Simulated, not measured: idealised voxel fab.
Name of the process module below: voxel self aligned contacts
240 nm wide, 5 nm square cells: that's cross-section cut.
Just so we're on the same page, the cross-sections are grids of square cells, and they're listed out in bands top to bottom, each band one or more rows deep. The entry gives the band's vertical extent as a top height and a bottom height in nm, then its horizontal make-up as materials from left to right, each with a width in nm. "blank" stands for empty space; a single material marked "everywhere" fills the band edge to edge. Where do heights start? At 0: under that level the wafer as delivered is made of one material only. And the lowest band has no floor; it just carries on downward, as in "0..down". With a width like "30 to 40", each row of cells in the band differs from the next by the same amount, the top row carrying the first number and the bottom row the second. Step note "no change occurred" = no cross-section cell changed. Enclosed internal cavities: empty space of 8 cells or more with no open way to the top, each as width x height at its distance from the left edge, in nm. Read whatever lies past the settings on a step's line as the simulator's own remark about the step. overlay nm: step with mask; distance mask lay right of planned place; negative value = left of planned place.
**Listed below are the process steps as planned**
1) RECEIVE, material Si
2) OXIDIZE, depth nm 5
3) DIRECTIONAL_DEP, material polySi, thk nm 20
4) DIRECTIONAL_DEP, material SiN, thk nm 20
5) PATTERN, tone cover, mask id GATE, material resist, width nm 35, pitch nm 75, thk nm 20, overlay nm 0
6) DIRECTIONAL_ETCH, etch materials SiN, depth nm 20
7) DIRECTIONAL_ETCH, etch materials polySi, depth nm 20
8) STRIP, etch materials resist
9) CONFORMAL_DEP, material SiN, thk nm 10
10) DIRECTIONAL_ETCH, etch materials SiN, depth nm 10
11) FILL_DEP, material SiO2, thk nm 15
12) CMP, height nm 45
13) MASKED_ETCH, tone open, mask id CONTACT, width nm 50, pitch nm 75, etch materials SiO2, depth nm 50, overlay nm 0
14) CONFORMAL_DEP, material TiN, thk nm 5
15) FILL_DEP, material W, thk nm 5
16) CMP, height nm 45
17) CONFORMAL_DEP, material SiN, thk nm 5
**The cross-section here shows the wafer as received, i.e. in its state after step 1**
	0..down | Si everywhere
	Enclosed internal cavities: none
**First of two wafers at the end of the module, shown in cross-section; run carried out as planned**
	50..45 | SiN everywhere
	45..40 | 55 nm SiO2 | 20 nm TiN | 10 nm W | 20 nm TiN | 25 nm SiO2 | 20 nm TiN | 10 nm W | 20 nm TiN | 60 nm SiO2
	40..20 | 15 nm SiO2 | 55 nm SiN | 5 nm TiN | 10 nm W | 5 nm TiN | 55 nm SiN | 5 nm TiN | 10 nm W | 5 nm TiN | 55 nm SiN | 20 nm SiO2
	20..0 | 15 nm SiO2 | 10 nm SiN | 35 nm polySi | 10 nm SiN | 5 nm TiN | 10 nm W | 5 nm TiN | 10 nm SiN | 35 nm polySi | 10 nm SiN | 5 nm TiN | 10 nm W | 5 nm TiN | 10 nm SiN | 35 nm polySi | 10 nm SiN | 20 nm SiO2
	0..-5 | 70 nm SiO2 | 20 nm TiN | 55 nm SiO2 | 20 nm TiN | 75 nm SiO2
	-5..down | Si everywhere
	Enclosed internal cavities: none
**Wafer two (of two), end-of-module cross-section: start = wafer one, plan = wafer one, one run mistake**
	50..45 | SiN everywhere
	45..40 | polySi everywhere
	40..20 | 15 nm polySi | 55 nm SiN | 20 nm polySi | 55 nm SiN | 20 nm polySi | 55 nm SiN | 20 nm polySi
	20..0 | 15 nm polySi | 10 nm SiN | 35 nm polySi | 10 nm SiN | 20 nm polySi | 10 nm SiN | 35 nm polySi | 10 nm SiN | 20 nm polySi | 10 nm SiN | 35 nm polySi | 10 nm SiN | 20 nm polySi
	0..-5 | SiO2 everywhere
	-5..down | Si everywhere
	Enclosed internal cavities: none
Finding, execution versus plan: rather than as planned, step 11 actually ran as FILL_DEP, material polySi, thk nm 15
Wrapping up, a cell-based count of both wafers puts the second over or under the first for these materials: 76 fewer of SiO2, 56 fewer of TiN, 36 fewer of W, 168 more of polySi
